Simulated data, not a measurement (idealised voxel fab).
process module | voxel tone inversion
cross-section cut | 220 nm wide | cells 5 nm
A cross-section is a grid of square cells, given in bands from the top down. A band is one or more rows of cells.
Each band's line starts with the height of the band's top and of its bottom, in nm. Then come its materials from left to right, each with its width in nm. One material with "throughout" fills the band from edge to edge. "air" is empty space.
Height 0 is the level under which the wafer as received is all one material. The lowest band goes on downwards, as in "0 down".
A width such as "30 to 40" changes by the same amount from each row of cells to the next, from the band's top row to its bottom row.
"no change" after a step means that no cell of the cross-section changed.
closed voids: empty space of 8 cells or more with no open way to the top, each as width x height at its distance from the left edge, in nm
after a step's settings: what the simulator itself notes on the step
overlay nm, on a step with a mask: how far to the right of its planned place the mask lay; to the left if negative
plan
1 op RECEIVE | material Si
2 op CONFORMAL_DEP | material SiN | thk nm 5
3 op DIRECTIONAL_DEP | material polySi | thk nm 20
4 op PATTERN | tone cover | mask id POSTS | material resist | width nm 15 | pitch nm 45 | thk nm 25 | overlay nm 0
5 op DIRECTIONAL_ETCH | etch materials polySi | depth nm 20
6 op STRIP | etch materials resist
7 op FILL_DEP | material lowk | thk nm 10
8 op CMP | height nm 25
9 op STRIP | etch materials polySi
first wafer, as planned
as received, after step 1
  0 down: Si throughout
  closed voids: none
after step 2
  5 to 0: SiN throughout
  below 0: unchanged
after step 3
  25 to 5: polySi throughout
  below 5: unchanged
after step 4
  50 to 25: air 35 | resist 15 | air 30 | resist 15 | air 30 | resist 15 | air 30 | resist 15 | air 35
  below 25: unchanged
after step 5
  50 to 25: air 35 | resist 15 | air 30 | resist 15 | air 30 | resist 15 | air 30 | resist 15 | air 35
  25 to 5: air 35 | polySi 15 | air 30 | polySi 15 | air 30 | polySi 15 | air 30 | polySi 15 | air 35
  below 5: unchanged
after step 6
  25 to 5: air 35 | polySi 15 | air 30 | polySi 15 | air 30 | polySi 15 | air 30 | polySi 15 | air 35
  below 5: unchanged
after step 7
  35 to 25: lowk throughout
  25 to 5: lowk 35 | polySi 15 | lowk 30 | polySi 15 | lowk 30 | polySi 15 | lowk 30 | polySi 15 | lowk 35
  below 5: unchanged
after step 8
  25 to 5: lowk 35 | polySi 15 | lowk 30 | polySi 15 | lowk 30 | polySi 15 | lowk 30 | polySi 15 | lowk 35
  below 5: unchanged
after step 9
  25 to 5: lowk 35 | air 15 | lowk 30 | air 15 | lowk 30 | air 15 | lowk 30 | air 15 | lowk 35
  below 5: unchanged
second wafer: like start, like plan, one mistake. Through step 1 it matches the first wafer
when step 2 should have ended
  5 to 0: lowk throughout
  below 0: unchanged
when step 3 should have ended
  25 to 5: polySi throughout
  below 5: unchanged
when step 4 should have ended
  50 to 25: air 35 | resist 15 | air 30 | resist 15 | air 30 | resist 15 | air 30 | resist 15 | air 35
  below 25: unchanged
when step 5 should have ended
  50 to 25: air 35 | resist 15 | air 30 | resist 15 | air 30 | resist 15 | air 30 | resist 15 | air 35
  25 to 5: air 35 | polySi 15 | air 30 | polySi 15 | air 30 | polySi 15 | air 30 | polySi 15 | air 35
  below 5: unchanged
when step 6 should have ended
  25 to 5: air 35 | polySi 15 | air 30 | polySi 15 | air 30 | polySi 15 | air 30 | polySi 15 | air 35
  below 5: unchanged
when step 7 should have ended
  35 to 25: lowk throughout
  25 to 5: lowk 35 | polySi 15 | lowk 30 | polySi 15 | lowk 30 | polySi 15 | lowk 30 | polySi 15 | lowk 35
  below 5: unchanged
when step 8 should have ended
  25 to 5: lowk 35 | polySi 15 | lowk 30 | polySi 15 | lowk 30 | polySi 15 | lowk 30 | polySi 15 | lowk 35
  below 5: unchanged
when step 9 should have ended
  25 to 5: lowk 35 | air 15 | lowk 30 | air 15 | lowk 30 | air 15 | lowk 30 | air 15 | lowk 35
  below 5: unchanged
what went wrong: step 2 ran as: op CONFORMAL_DEP | material lowk | thk nm 5
at the end the second wafer has, in cells: 44 fewer of SiN | 44 more of lowk
